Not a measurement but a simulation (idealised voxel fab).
This section sets out a process module, namely voxel transistor to metal.
Displayed cross-section: cut, width of 285 nm, square cells sized 5 nm.
Heads up, the way a cross-section reads in here is a grid of square cells, handed over as bands from the top down, with every band being one or more rows of cells. What a band's entry tells you: where the top is and where the bottom is, as heights in nm, and after that what lies inside, material by material from left to right, each with its width in nm. Empty space is written as the word "air", and a single material marked with the word "throughout" occupies the band from edge to edge. Height datum 0, below which the as-received substrate wafer is one material. Lowest band open at the bottom, running downward: "0..down". Think of "30..40" as a width that walks from the first number to the second as you go down the band, top row to bottom row, taking equal-sized steps from row to row. "changes: none" after a step means that no cell of the cross-section changed. Any empty space of 8 cells or more lacking an open way to the top shows up in "Enclosed internal voids" as width x height at distance, distance from the left edge, in nm. On each step's line, the part that comes after the settings is the simulator's own comment on the step. A step's line can hold "overlay nm"; with a mask on that step, the setting says how far right of the planned place the mask lay, while a negative setting says it lay to the left. Everything after this point is organized in pairs: a cross-section before one process step, a cross-section after it that shows only as deep as the lowest changed band, and, under the pair, the intervening step with its settings. Because different runs of this module on the same starting wafer can supply different pairs, a pair continues from the pair above it only if its entry headed "Structure before processing" says so.

Structure before processing
    75..70 = TiN: 50 / air: 5 / TiN: 55 / air: 5 / TiN: 50 / air: 5 / TiN: 55 / air: 5 / TiN: 55
    70..45 = lowk: 45 / TiN: 5 / air: 5 / TiN: 5 / lowk: 45 / TiN: 5 / air: 5 / TiN: 5 / lowk: 40 / TiN: 5 / air: 5 / TiN: 5 / lowk: 45 / TiN: 5 / air: 5 / TiN: 5 / lowk: 50
    45..40 = SiN: 45 / TiN: 15 / SiN: 45 / TiN: 15 / SiN: 40 / TiN: 15 / SiN: 45 / TiN: 15 / SiN: 50
    40..30 = SiO2: 45 / TiN: 5 / W: 15..5 / TiN: 5..15 / SiO2: 25 / TiN: 5..15 / W: 15..5 / TiN: 5 / SiO2: 40 / TiN: 5 / W: 15..5 / TiN: 5..15 / SiO2: 25 / TiN: 5..15 / W: 15..5 / TiN: 5 / SiO2: 50
    30..25 = SiO2: 45 / TiN: 5 / W: 5 / TiN: 5 / SiN: 10 / SiO2: 5 / SiCN: 15 / SiO2: 5 / SiN: 10 / TiN: 5 / W: 5 / TiN: 5 / SiO2: 40 / TiN: 5 / W: 5 / TiN: 5 / SiN: 10 / SiO2: 5 / SiCN: 15 / SiO2: 5 / SiN: 10 / TiN: 5 / W: 5 / TiN: 5 / SiO2: 50
    25..5 = SiO2: 45 / TiN: 5 / W: 5 / TiN: 5 / SiN: 10 / SiO2: 5 / polySi: 15 / SiO2: 5 / SiN: 10 / TiN: 5 / W: 5 / TiN: 5 / SiO2: 40 / TiN: 5 / W: 5 / TiN: 5 / SiN: 10 / SiO2: 5 / polySi: 15 / SiO2: 5 / SiN: 10 / TiN: 5 / W: 5 / TiN: 5 / SiO2: 50
    5..0 = SiO2: 45 / TiN: 15 / SiN: 10 / SiO2: 5 / polySi: 15 / SiO2: 5 / SiN: 10 / TiN: 15 / SiO2: 40 / TiN: 15 / SiN: 10 / SiO2: 5 / polySi: 15 / SiO2: 5 / SiN: 10 / TiN: 15 / SiO2: 50
    0..-5 = SiO2: 25 / SiN: 10 / SiO2: 5 / nSi: 20 / SiO2: 45 / nSi: 20 / SiO2: 5 / SiN: 20 / SiO2: 5 / nSi: 20 / SiO2: 45 / nSi: 20 / SiO2: 5 / SiN: 10 / SiO2: 30
    -5..-10 = SiO2: 45 / Si: 75 / SiO2: 40 / Si: 75 / SiO2: 50
    -10..-35 = SiO2: 35 / Si: 95 / SiO2: 20 / Si: 95 / SiO2: 40
    -35..down = Si throughout
    Enclosed internal voids: none

Post-Process View
    85..75 = Cu throughout
    75..70 = TiN: 50 / Cu: 5 / TiN: 55 / Cu: 5 / TiN: 50 / Cu: 5 / TiN: 55 / Cu: 5 / TiN: 55
    70..45 = lowk: 45 / TiN: 5 / Cu: 5 / TiN: 5 / lowk: 45 / TiN: 5 / Cu: 5 / TiN: 5 / lowk: 40 / TiN: 5 / Cu: 5 / TiN: 5 / lowk: 45 / TiN: 5 / Cu: 5 / TiN: 5 / lowk: 50
    Heights below 45 show no change.
    Enclosed internal voids: none
Step between the pre-process and post-process cross-sections given above: FILL_DEP with material Cu, thk nm 10

Structure before processing: cross-section not repeated; it is the one shown after the step in the pair just above.

Post-Process View
    70..45 = lowk: 45 / TiN: 5 / Cu: 5 / TiN: 5 / lowk: 45 / TiN: 5 / Cu: 5 / TiN: 5 / lowk: 40 / TiN: 5 / Cu: 5 / TiN: 5 / lowk: 45 / TiN: 5 / Cu: 5 / TiN: 5 / lowk: 50
    Heights below 45 show no change.
    Enclosed internal voids: none
Step between the pre-process and post-process cross-sections given above: CMP with height nm 70

Structure before processing: cross-section not repeated; it is the one shown after the step in the pair just above.

Post-Process View
    75..70 = SiN throughout
    Heights below 70 show no change.
    Enclosed internal voids: none
Step between the pre-process and post-process cross-sections given above: CONFORMAL_DEP with material SiN, thk nm 5

Structure before processing
    30..20 = SiO2: 60 / SiN: 10 / SiO2: 5 / SiCN: 15 / SiO2: 5 / SiN: 10 / SiO2: 70 / SiN: 10 / SiO2: 5 / SiCN: 15 / SiO2: 5 / SiN: 10 / SiO2: 65
    20..-5 = SiO2: 60 / SiN: 10 / SiO2: 5 / polySi: 15 / SiO2: 5 / SiN: 10 / SiO2: 70 / SiN: 10 / SiO2: 5 / polySi: 15 / SiO2: 5 / SiN: 10 / SiO2: 65
    -5..-10 = SiO2: 30 / nSi: 30 / SiO2: 45 / nSi: 30 / SiO2: 10 / nSi: 30 / SiO2: 45 / nSi: 30 / SiO2: 35
    -10..-35 = SiO2: 35 / Si: 95 / SiO2: 20 / Si: 95 / SiO2: 40
    -35..down = Si throughout
    Enclosed internal voids: none

Post-Process View
    35..30 = SiO2 throughout
    Heights below 30 show no change.
    Enclosed internal voids: none
Step between the pre-process and post-process cross-sections given above: DIRECTIONAL_DEP with material SiO2, thk nm 5

Structure before processing: cross-section not repeated; it is the one shown after the step in the pair just above.

Post-Process View
    45..35 = aC throughout
    Heights below 35 show no change.
    Enclosed internal voids: none
Step between the pre-process and post-process cross-sections given above: DIRECTIONAL_DEP with material aC, thk nm 10

Structure before processing: cross-section not repeated; it is the one shown after the step in the pair just above.

Post-Process View
    70..45 = resist: 45 / air: 25 / resist: 25 / air: 25 / resist: 40 / air: 25 / resist: 25 / air: 25 / resist: 50
    Heights below 45 show no change.
    Enclosed internal voids: none
Step between the pre-process and post-process cross-sections given above: PATTERN with tone open, mask id CONTACT, material resist, width nm 25, thk nm 25, overlay nm 0

Structure before processing: cross-section not repeated; it is the one shown after the step in the pair just above.

Post-Process View
    60..45 = resist: 45 / air: 25 / resist: 25 / air: 25 / resist: 40 / air: 25 / resist: 25 / air: 25 / resist: 50
    45..35 = aC: 45 / air: 25 / aC: 25 / air: 25 / aC: 40 / air: 25 / aC: 25 / air: 25 / aC: 50
    Heights below 35 show no change.
    Enclosed internal voids: none
Step between the pre-process and post-process cross-sections given above: DIRECTIONAL_ETCH with etch materials aC, depth nm 10

Structure before processing: cross-section not repeated; it is the one shown after the step in the pair just above.

Post-Process View
    45..35 = aC: 45 / air: 25 / aC: 25 / air: 25 / aC: 40 / air: 25 / aC: 25 / air: 25 / aC: 50
    Heights below 35 show no change.
    Enclosed internal voids: none
Step between the pre-process and post-process cross-sections given above: STRIP with etch materials resist

Structure before processing: cross-section not repeated; it is the one shown after the step in the pair just above.

Post-Process View
    45..35 = aC: 45 / air: 25 / aC: 25 / air: 25 / aC: 40 / air: 25 / aC: 25 / air: 25 / aC: 50
    35..30 = SiO2: 45 / air: 25 / SiO2: 25 / air: 25 / SiO2: 40 / air: 25 / SiO2: 25 / air: 25 / SiO2: 50
    30..20 = SiO2: 45 / air: 15 / SiN: 10 / SiO2: 5 / SiCN: 15 / SiO2: 5 / SiN: 10 / air: 15 / SiO2: 40 / air: 15 / SiN: 10 / SiO2: 5 / SiCN: 15 / SiO2: 5 / SiN: 10 / air: 15 / SiO2: 50
    20..-5 = SiO2: 45 / air: 15 / SiN: 10 / SiO2: 5 / polySi: 15 / SiO2: 5 / SiN: 10 / air: 15 / SiO2: 40 / air: 15 / SiN: 10 / SiO2: 5 / polySi: 15 / SiO2: 5 / SiN: 10 / air: 15 / SiO2: 50
    Heights below -5 show no change.
    Enclosed internal voids: none
Step between the pre-process and post-process cross-sections given above: DIRECTIONAL_ETCH with etch materials SiO2, depth nm 45

Structure before processing: cross-section not repeated; it is the one shown after the step in the pair just above.

Post-Process View
    35..30 = SiO2: 45 / air: 25 / SiO2: 25 / air: 25 / SiO2: 40 / air: 25 / SiO2: 25 / air: 25 / SiO2: 50
    Heights below 30 show no change.
    Enclosed internal voids: none
Step between the pre-process and post-process cross-sections given above: STRIP with etch materials aC

Structure before processing: cross-section not repeated; it is the one shown after the step in the pair just above.

Post-Process View
    40..35 = TiN: 50 / air: 15 / TiN: 35 / air: 15 / TiN: 50 / air: 15 / TiN: 35 / air: 15 / TiN: 55
    35..30 = SiO2: 45 / TiN: 5 / air: 5 / TiN: 15 / SiO2: 25 / TiN: 15 / air: 5 / TiN: 5 / SiO2: 40 / TiN: 5 / air: 5 / TiN: 15 / SiO2: 25 / TiN: 15 / air: 5 / TiN: 5 / SiO2: 50
    30..20 = SiO2: 45 / TiN: 5 / air: 5 / TiN: 5 / SiN: 10 / SiO2: 5 / SiCN: 15 / SiO2: 5 / SiN: 10 / TiN: 5 / air: 5 / TiN: 5 / SiO2: 40 / TiN: 5 / air: 5 / TiN: 5 / SiN: 10 / SiO2: 5 / SiCN: 15 / SiO2: 5 / SiN: 10 / TiN: 5 / air: 5 / TiN: 5 / SiO2: 50
    20..0 = SiO2: 45 / TiN: 5 / air: 5 / TiN: 5 / SiN: 10 / SiO2: 5 / polySi: 15 / SiO2: 5 / SiN: 10 / TiN: 5 / air: 5 / TiN: 5 / SiO2: 40 / TiN: 5 / air: 5 / TiN: 5 / SiN: 10 / SiO2: 5 / polySi: 15 / SiO2: 5 / SiN: 10 / TiN: 5 / air: 5 / TiN: 5 / SiO2: 50
    0..-5 = SiO2: 45 / TiN: 15 / SiN: 10 / SiO2: 5 / polySi: 15 / SiO2: 5 / SiN: 10 / TiN: 15 / SiO2: 40 / TiN: 15 / SiN: 10 / SiO2: 5 / polySi: 15 / SiO2: 5 / SiN: 10 / TiN: 15 / SiO2: 50
    Heights below -5 show no change.
    Enclosed internal voids: none
Step between the pre-process and post-process cross-sections given above: CONFORMAL_DEP with material TiN, thk nm 5

Structure before processing: cross-section not repeated; it is the one shown after the step in the pair just above.

Post-Process View
    50..40 = W throughout
    40..35 = TiN: 50 / W: 15 / TiN: 35 / W: 15 / TiN: 50 / W: 15 / TiN: 35 / W: 15 / TiN: 55
    35..30 = SiO2: 45 / TiN: 5 / W: 5 / TiN: 15 / SiO2: 25 / TiN: 15 / W: 5 / TiN: 5 / SiO2: 40 / TiN: 5 / W: 5 / TiN: 15 / SiO2: 25 / TiN: 15 / W: 5 / TiN: 5 / SiO2: 50
    30..20 = SiO2: 45 / TiN: 5 / W: 5 / TiN: 5 / SiN: 10 / SiO2: 5 / SiCN: 15 / SiO2: 5 / SiN: 10 / TiN: 5 / W: 5 / TiN: 5 / SiO2: 40 / TiN: 5 / W: 5 / TiN: 5 / SiN: 10 / SiO2: 5 / SiCN: 15 / SiO2: 5 / SiN: 10 / TiN: 5 / W: 5 / TiN: 5 / SiO2: 50
    20..0 = SiO2: 45 / TiN: 5 / W: 5 / TiN: 5 / SiN: 10 / SiO2: 5 / polySi: 15 / SiO2: 5 / SiN: 10 / TiN: 5 / W: 5 / TiN: 5 / SiO2: 40 / TiN: 5 / W: 5 / TiN: 5 / SiN: 10 / SiO2: 5 / polySi: 15 / SiO2: 5 / SiN: 10 / TiN: 5 / W: 5 / TiN: 5 / SiO2: 50
    Heights below 0 show no change.
    Enclosed internal voids: none
Step between the pre-process and post-process cross-sections given above: FILL_DEP with material W, thk nm 10

Structure before processing: cross-section not repeated; it is the one shown after the step in the pair just above.

Post-Process View
    40..35 = TiN: 50 / W: 15 / TiN: 35 / W: 15 / TiN: 50 / W: 15 / TiN: 35 / W: 15 / TiN: 55
    Heights below 35 show no change.
    Enclosed internal voids: none
Step between the pre-process and post-process cross-sections given above: CMP with height nm 40

Structure before processing: cross-section not repeated; it is the one shown after the step in the pair just above.

Post-Process View
    45..40 = SiN throughout
    Heights below 40 show no change.
    Enclosed internal voids: none
Step between the pre-process and post-process cross-sections given above: CONFORMAL_DEP with material SiN, thk nm 5

Structure before processing: cross-section not repeated; it is the one shown after the step in the pair just above.

Post-Process View
    70..45 = lowk throughout
    Heights below 45 show no change.
    Enclosed internal voids: none
Step between the pre-process and post-process cross-sections given above: DIRECTIONAL_DEP with material lowk, thk nm 25

Structure before processing: cross-section not repeated; it is the one shown after the step in the pair just above.

Post-Process View
    90..70 = resist: 45 / air: 15 / resist: 45 / air: 15 / resist: 40 / air: 15 / resist: 45 / air: 15 / resist: 50
    Heights below 70 show no change.
    Enclosed internal voids: none
Step between the pre-process and post-process cross-sections given above: PATTERN with tone open, mask id METAL_1, material resist, width nm 15, thk nm 20, overlay nm 0

Structure before processing: cross-section not repeated; it is the one shown after the step in the pair just above.

Post-Process View
    90..70 = resist: 45 / air: 15 / resist: 45 / air: 15 / resist: 40 / air: 15 / resist: 45 / air: 15 / resist: 50
    70..45 = lowk: 45 / air: 15 / lowk: 45 / air: 15 / lowk: 40 / air: 15 / lowk: 45 / air: 15 / lowk: 50
    Heights below 45 show no change.
    Enclosed internal voids: none
Step between the pre-process and post-process cross-sections given above: DIRECTIONAL_ETCH with etch materials lowk, depth nm 25

Structure before processing: cross-section not repeated; it is the one shown after the step in the pair just above.

Post-Process View
    90..70 = resist: 45 / air: 15 / resist: 45 / air: 15 / resist: 40 / air: 15 / resist: 45 / air: 15 / resist: 50
    70..45 = lowk: 45 / air: 15 / lowk: 45 / air: 15 / lowk: 40 / air: 15 / lowk: 45 / air: 15 / lowk: 50
    45..40 = SiN: 45 / air: 15 / SiN: 45 / air: 15 / SiN: 40 / air: 15 / SiN: 45 / air: 15 / SiN: 50
    Heights below 40 show no change.
    Enclosed internal voids: none
Step between the pre-process and post-process cross-sections given above: DIRECTIONAL_ETCH with etch materials SiN, depth nm 5

Structure before processing: cross-section not repeated; it is the one shown after the step in the pair just above.

Post-Process View
    70..45 = lowk: 45 / air: 15 / lowk: 45 / air: 15 / lowk: 40 / air: 15 / lowk: 45 / air: 15 / lowk: 50
    Heights below 45 show no change.
    Enclosed internal voids: none
Step between the pre-process and post-process cross-sections given above: STRIP with etch materials resist

Structure before processing: cross-section not repeated; it is the one shown after the step in the pair just above.

Post-Process View
    75..70 = TiN: 50 / air: 5 / TiN: 55 / air: 5 / TiN: 50 / air: 5 / TiN: 55 / air: 5 / TiN: 55
    70..45 = lowk: 45 / TiN: 5 / air: 5 / TiN: 5 / lowk: 45 / TiN: 5 / air: 5 / TiN: 5 / lowk: 40 / TiN: 5 / air: 5 / TiN: 5 / lowk: 45 / TiN: 5 / air: 5 / TiN: 5 / lowk: 50
    45..40 = SiN: 45 / TiN: 15 / SiN: 45 / TiN: 15 / SiN: 40 / TiN: 15 / SiN: 45 / TiN: 15 / SiN: 50
    Heights below 40 show no change.
    Enclosed internal voids: none
Step between the pre-process and post-process cross-sections given above: CONFORMAL_DEP with material TiN, thk nm 5

Structure before processing: cross-section not repeated; it is the one shown after the step in the pair just above.

Post-Process View
    85..75 = Cu throughout
    75..70 = TiN: 50 / Cu: 5 / TiN: 55 / Cu: 5 / TiN: 50 / Cu: 5 / TiN: 55 / Cu: 5 / TiN: 55
    70..45 = lowk: 45 / TiN: 5 / Cu: 5 / TiN: 5 / lowk: 45 / TiN: 5 / Cu: 5 / TiN: 5 / lowk: 40 / TiN: 5 / Cu: 5 / TiN: 5 / lowk: 45 / TiN: 5 / Cu: 5 / TiN: 5 / lowk: 50
    Heights below 45 show no change.
    Enclosed internal voids: none
Step between the pre-process and post-process cross-sections given above: FILL_DEP with material Cu, thk nm 10

Structure before processing: cross-section not repeated; it is the one shown after the step in the pair just above.

Post-Process View
    70..45 = lowk: 45 / TiN: 5 / Cu: 5 / TiN: 5 / lowk: 45 / TiN: 5 / Cu: 5 / TiN: 5 / lowk: 40 / TiN: 5 / Cu: 5 / TiN: 5 / lowk: 45 / TiN: 5 / Cu: 5 / TiN: 5 / lowk: 50
    Heights below 45 show no change.
    Enclosed internal voids: none
Step between the pre-process and post-process cross-sections given above: CMP with height nm 70

Structure before processing: cross-section not repeated; it is the one shown after the step in the pair just above.

Post-Process View
    75..70 = SiN throughout
    Heights below 70 show no change.
    Enclosed internal voids: none
Step between the pre-process and post-process cross-sections given above: CONFORMAL_DEP with material SiN, thk nm 5

Structure before processing
    50..40 = aC throughout
    40..30 = SiO2 throughout
    30..20 = SiO2: 60 / SiN: 10 / SiO2: 5 / SiCN: 15 / SiO2: 5 / SiN: 10 / SiO2: 70 / SiN: 10 / SiO2: 5 / SiCN: 15 / SiO2: 5 / SiN: 10 / SiO2: 65
    20..-5 = SiO2: 60 / SiN: 10 / SiO2: 5 / polySi: 15 / SiO2: 5 / SiN: 10 / SiO2: 70 / SiN: 10 / SiO2: 5 / polySi: 15 / SiO2: 5 / SiN: 10 / SiO2: 65
    -5..-10 = SiO2: 30 / nSi: 30 / SiO2: 45 / nSi: 30 / SiO2: 10 / nSi: 30 / SiO2: 45 / nSi: 30 / SiO2: 35
    -10..-35 = SiO2: 35 / Si: 95 / SiO2: 20 / Si: 95 / SiO2: 40
    -35..down = Si throughout
    Enclosed internal voids: none

Post-Process View
    75..50 = resist: 50 / air: 20 / resist: 30 / air: 20 / resist: 45 / air: 20 / resist: 30 / air: 20 / resist: 50
    Heights below 50 show no change.
    Enclosed internal voids: none
Step between the pre-process and post-process cross-sections given above: PATTERN with tone open, mask id CONTACT, material resist, width nm 20, thk nm 25, overlay nm 0

Structure before processing: cross-section not repeated; it is the one shown after the step in the pair just above.

Post-Process View
    65..50 = resist: 50 / air: 20 / resist: 30 / air: 20 / resist: 45 / air: 20 / resist: 30 / air: 20 / resist: 50
    50..40 = aC: 50 / air: 20 / aC: 30 / air: 20 / aC: 45 / air: 20 / aC: 30 / air: 20 / aC: 50
    Heights below 40 show no change.
    Enclosed internal voids: none
Step between the pre-process and post-process cross-sections given above: DIRECTIONAL_ETCH with etch materials aC, depth nm 10

Structure before processing: cross-section not repeated; it is the one shown after the step in the pair just above.

Post-Process View
    50..40 = aC: 50 / air: 20 / aC: 30 / air: 20 / aC: 45 / air: 20 / aC: 30 / air: 20 / aC: 50
    Heights below 40 show no change.
    Enclosed internal voids: none
Step between the pre-process and post-process cross-sections given above: STRIP with etch materials resist

Structure before processing: cross-section not repeated; it is the one shown after the step in the pair just above.

Post-Process View
    50..40 = aC: 50 / air: 20 / aC: 30 / air: 20 / aC: 45 / air: 20 / aC: 30 / air: 20 / aC: 50
    40..30 = SiO2: 50 / air: 20 / SiO2: 30 / air: 20 / SiO2: 45 / air: 20 / SiO2: 30 / air: 20 / SiO2: 50
    30..20 = SiO2: 50 / air: 10 / SiN: 10 / SiO2: 5 / SiCN: 15 / SiO2: 5 / SiN: 10 / air: 15 / SiO2: 45 / air: 10 / SiN: 10 / SiO2: 5 / SiCN: 15 / SiO2: 5 / SiN: 10 / air: 15 / SiO2: 50
    20..-5 = SiO2: 50 / air: 10 / SiN: 10 / SiO2: 5 / polySi: 15 / SiO2: 5 / SiN: 10 / air: 15 / SiO2: 45 / air: 10 / SiN: 10 / SiO2: 5 / polySi: 15 / SiO2: 5 / SiN: 10 / air: 15 / SiO2: 50
    Heights below -5 show no change.
    Enclosed internal voids: none
Step between the pre-process and post-process cross-sections given above: DIRECTIONAL_ETCH with etch materials SiO2, depth nm 45

Structure before processing: cross-section not repeated; it is the one shown after the step in the pair just above.

Post-Process View
    40..30 = SiO2: 50 / air: 20 / SiO2: 30 / air: 20 / SiO2: 45 / air: 20 / SiO2: 30 / air: 20 / SiO2: 50
    Heights below 30 show no change.
    Enclosed internal voids: none
Step between the pre-process and post-process cross-sections given above: STRIP with etch materials aC

Structure before processing: cross-section not repeated; it is the one shown after the step in the pair just above.

Post-Process View
    45..40 = TiN: 55 / air: 10 / TiN: 40 / air: 10 / TiN: 55 / air: 10 / TiN: 40 / air: 10 / TiN: 55
    40..35 = SiO2: 50 / TiN: 5 / air: 10 / TiN: 5 / SiO2: 30 / TiN: 5 / air: 10 / TiN: 5 / SiO2: 45 / TiN: 5 / air: 10 / TiN: 5 / SiO2: 30 / TiN: 5 / air: 10 / TiN: 5 / SiO2: 50
    35..30 = SiO2: 50 / TiN: 20 / SiO2: 30 / TiN: 10 / air: 5 / TiN: 5 / SiO2: 45 / TiN: 20 / SiO2: 30 / TiN: 10 / air: 5 / TiN: 5 / SiO2: 50
    30..20 = SiO2: 50 / TiN: 10 / SiN: 10 / SiO2: 5 / SiCN: 15 / SiO2: 5 / SiN: 10 / TiN: 5 / air: 5 / TiN: 5 / SiO2: 45 / TiN: 10 / SiN: 10 / SiO2: 5 / SiCN: 15 / SiO2: 5 / SiN: 10 / TiN: 5 / air: 5 / TiN: 5 / SiO2: 50
    20..0 = SiO2: 50 / TiN: 10 / SiN: 10 / SiO2: 5 / polySi: 15 / SiO2: 5 / SiN: 10 / TiN: 5 / air: 5 / TiN: 5 / SiO2: 45 / TiN: 10 / SiN: 10 / SiO2: 5 / polySi: 15 / SiO2: 5 / SiN: 10 / TiN: 5 / air: 5 / TiN: 5 / SiO2: 50
    0..-5 = SiO2: 50 / TiN: 10 / SiN: 10 / SiO2: 5 / polySi: 15 / SiO2: 5 / SiN: 10 / TiN: 15 / SiO2: 45 / TiN: 10 / SiN: 10 / SiO2: 5 / polySi: 15 / SiO2: 5 / SiN: 10 / TiN: 15 / SiO2: 50
    Heights below -5 show no change.
    Enclosed internal voids: none
Step between the pre-process and post-process cross-sections given above: CONFORMAL_DEP with material TiN, thk nm 5

Structure before processing: cross-section not repeated; it is the one shown after the step in the pair just above.

Post-Process View
    55..45 = W throughout
    45..40 = TiN: 55 / W: 10 / TiN: 40 / W: 10 / TiN: 55 / W: 10 / TiN: 40 / W: 10 / TiN: 55
    40..35 = SiO2: 50 / TiN: 5 / W: 10 / TiN: 5 / SiO2: 30 / TiN: 5 / W: 10 / TiN: 5 / SiO2: 45 / TiN: 5 / W: 10 / TiN: 5 / SiO2: 30 / TiN: 5 / W: 10 / TiN: 5 / SiO2: 50
    35..30 = SiO2: 50 / TiN: 20 / SiO2: 30 / TiN: 10 / W: 5 / TiN: 5 / SiO2: 45 / TiN: 20 / SiO2: 30 / TiN: 10 / W: 5 / TiN: 5 / SiO2: 50
    30..20 = SiO2: 50 / TiN: 10 / SiN: 10 / SiO2: 5 / SiCN: 15 / SiO2: 5 / SiN: 10 / TiN: 5 / W: 5 / TiN: 5 / SiO2: 45 / TiN: 10 / SiN: 10 / SiO2: 5 / SiCN: 15 / SiO2: 5 / SiN: 10 / TiN: 5 / W: 5 / TiN: 5 / SiO2: 50
    20..0 = SiO2: 50 / TiN: 10 / SiN: 10 / SiO2: 5 / polySi: 15 / SiO2: 5 / SiN: 10 / TiN: 5 / W: 5 / TiN: 5 / SiO2: 45 / TiN: 10 / SiN: 10 / SiO2: 5 / polySi: 15 / SiO2: 5 / SiN: 10 / TiN: 5 / W: 5 / TiN: 5 / SiO2: 50
    Heights below 0 show no change.
    Enclosed internal voids: none
Step between the pre-process and post-process cross-sections given above: FILL_DEP with material W, thk nm 10

Structure before processing: cross-section not repeated; it is the one shown after the step in the pair just above.

Post-Process View
    40..35 = SiO2: 50 / TiN: 5 / W: 10 / TiN: 5 / SiO2: 30 / TiN: 5 / W: 10 / TiN: 5 / SiO2: 45 / TiN: 5 / W: 10 / TiN: 5 / SiO2: 30 / TiN: 5 / W: 10 / TiN: 5 / SiO2: 50
    Heights below 35 show no change.
    Enclosed internal voids: none
Step between the pre-process and post-process cross-sections given above: CMP with height nm 40

Structure before processing: cross-section not repeated; it is the one shown after the step in the pair just above.

Post-Process View
    45..40 = SiN throughout
    Heights below 40 show no change.
    Enclosed internal voids: none
Step between the pre-process and post-process cross-sections given above: CONFORMAL_DEP with material SiN, thk nm 5

Structure before processing: cross-section not repeated; it is the one shown after the step in the pair just above.

Post-Process View
    70..45 = lowk throughout
    Heights below 45 show no change.
    Enclosed internal voids: none
Step between the pre-process and post-process cross-sections given above: DIRECTIONAL_DEP with material lowk, thk nm 25

Structure before processing: cross-section not repeated; it is the one shown after the step in the pair just above.

Post-Process View
    90..70 = resist: 45 / air: 15 / resist: 45 / air: 15 / resist: 40 / air: 15 / resist: 45 / air: 15 / resist: 50
    Heights below 70 show no change.
    Enclosed internal voids: none
Step between the pre-process and post-process cross-sections given above: PATTERN with tone open, mask id METAL_1, material resist, width nm 15, thk nm 20, overlay nm 0

Structure before processing: cross-section not repeated; it is the one shown after the step in the pair just above.

Post-Process View
    90..70 = resist: 45 / air: 15 / resist: 45 / air: 15 / resist: 40 / air: 15 / resist: 45 / air: 15 / resist: 50
    70..45 = lowk: 45 / air: 15 / lowk: 45 / air: 15 / lowk: 40 / air: 15 / lowk: 45 / air: 15 / lowk: 50
    Heights below 45 show no change.
    Enclosed internal voids: none
Step between the pre-process and post-process cross-sections given above: DIRECTIONAL_ETCH with etch materials lowk, depth nm 25

Structure before processing: cross-section not repeated; it is the one shown after the step in the pair just above.

Post-Process View
    90..70 = resist: 45 / air: 15 / resist: 45 / air: 15 / resist: 40 / air: 15 / resist: 45 / air: 15 / resist: 50
    70..45 = lowk: 45 / air: 15 / lowk: 45 / air: 15 / lowk: 40 / air: 15 / lowk: 45 / air: 15 / lowk: 50
    45..40 = SiN: 45 / air: 15 / SiN: 45 / air: 15 / SiN: 40 / air: 15 / SiN: 45 / air: 15 / SiN: 50
    Heights below 40 show no change.
    Enclosed internal voids: none
Step between the pre-process and post-process cross-sections given above: DIRECTIONAL_ETCH with etch materials SiN, depth nm 5

Structure before processing: cross-section not repeated; it is the one shown after the step in the pair just above.

Post-Process View
    70..45 = lowk: 45 / air: 15 / lowk: 45 / air: 15 / lowk: 40 / air: 15 / lowk: 45 / air: 15 / lowk: 50
    Heights below 45 show no change.
    Enclosed internal voids: none
Step between the pre-process and post-process cross-sections given above: STRIP with etch materials resist

Structure before processing: cross-section not repeated; it is the one shown after the step in the pair just above.

Post-Process View
    75..70 = TiN: 50 / air: 5 / TiN: 55 / air: 5 / TiN: 50 / air: 5 / TiN: 55 / air: 5 / TiN: 55
    70..45 = lowk: 45 / TiN: 5 / air: 5 / TiN: 5 / lowk: 45 / TiN: 5 / air: 5 / TiN: 5 / lowk: 40 / TiN: 5 / air: 5 / TiN: 5 / lowk: 45 / TiN: 5 / air: 5 / TiN: 5 / lowk: 50
    45..40 = SiN: 45 / TiN: 15 / SiN: 45 / TiN: 15 / SiN: 40 / TiN: 15 / SiN: 45 / TiN: 15 / SiN: 50
    Heights below 40 show no change.
    Enclosed internal voids: none
Step between the pre-process and post-process cross-sections given above: CONFORMAL_DEP with material TiN, thk nm 5

Structure before processing: cross-section not repeated; it is the one shown after the step in the pair just above.

Post-Process View
    85..75 = Cu throughout
    75..70 = TiN: 50 / Cu: 5 / TiN: 55 / Cu: 5 / TiN: 50 / Cu: 5 / TiN: 55 / Cu: 5 / TiN: 55
    70..45 = lowk: 45 / TiN: 5 / Cu: 5 / TiN: 5 / lowk: 45 / TiN: 5 / Cu: 5 / TiN: 5 / lowk: 40 / TiN: 5 / Cu: 5 / TiN: 5 / lowk: 45 / TiN: 5 / Cu: 5 / TiN: 5 / lowk: 50
    Heights below 45 show no change.
    Enclosed internal voids: none
Step between the pre-process and post-process cross-sections given above: FILL_DEP with material Cu, thk nm 10

Structure before processing: cross-section not repeated; it is the one shown after the step in the pair just above.

Post-Process View
    70..45 = lowk: 45 / TiN: 5 / Cu: 5 / TiN: 5 / lowk: 45 / TiN: 5 / Cu: 5 / TiN: 5 / lowk: 40 / TiN: 5 / Cu: 5 / TiN: 5 / lowk: 45 / TiN: 5 / Cu: 5 / TiN: 5 / lowk: 50
    Heights below 45 show no change.
    Enclosed internal voids: none
Step between the pre-process and post-process cross-sections given above: CMP with height nm 70

Structure before processing: cross-section not repeated; it is the one shown after the step in the pair just above.

Post-Process View
    75..70 = SiN throughout
    Heights below 70 show no change.
    Enclosed internal voids: none
Step between the pre-process and post-process cross-sections given above: CONFORMAL_DEP with material SiN, thk nm 5

Structure before processing
    50..40 = aC throughout
    40..30 = SiO2 throughout
    30..20 = SiO2: 60 / SiN: 10 / SiO2: 5 / SiCN: 15 / SiO2: 5 / SiN: 10 / SiO2: 70 / SiN: 10 / SiO2: 5 / SiCN: 15 / SiO2: 5 / SiN: 10 / SiO2: 65
    20..-5 = SiO2: 60 / SiN: 10 / SiO2: 5 / polySi: 15 / SiO2: 5 / SiN: 10 / SiO2: 70 / SiN: 10 / SiO2: 5 / polySi: 15 / SiO2: 5 / SiN: 10 / SiO2: 65
    -5..-10 = SiO2: 30 / nSi: 30 / SiO2: 45 / nSi: 30 / SiO2: 10 / nSi: 30 / SiO2: 45 / nSi: 30 / SiO2: 35
    -10..-35 = SiO2: 35 / Si: 95 / SiO2: 20 / Si: 95 / SiO2: 40
    -35..down = Si throughout
    Enclosed internal voids: none

Post-Process View
    75..50 = resist: 50 / air: 25 / resist: 25 / air: 25 / resist: 40 / air: 25 / resist: 25 / air: 25 / resist: 45
    Heights below 50 show no change.
    Enclosed internal voids: none
Step between the pre-process and post-process cross-sections given above: PATTERN with tone open, mask id CONTACT, material resist, width nm 25, thk nm 25, overlay nm 5

Structure before processing: cross-section not repeated; it is the one shown after the step in the pair just above.

Post-Process View
    65..50 = resist: 50 / air: 25 / resist: 25 / air: 25 / resist: 40 / air: 25 / resist: 25 / air: 25 / resist: 45
    50..40 = aC: 50 / air: 25 / aC: 25 / air: 25 / aC: 40 / air: 25 / aC: 25 / air: 25 / aC: 45
    Heights below 40 show no change.
    Enclosed internal voids: none
Step between the pre-process and post-process cross-sections given above: DIRECTIONAL_ETCH with etch materials aC, depth nm 10
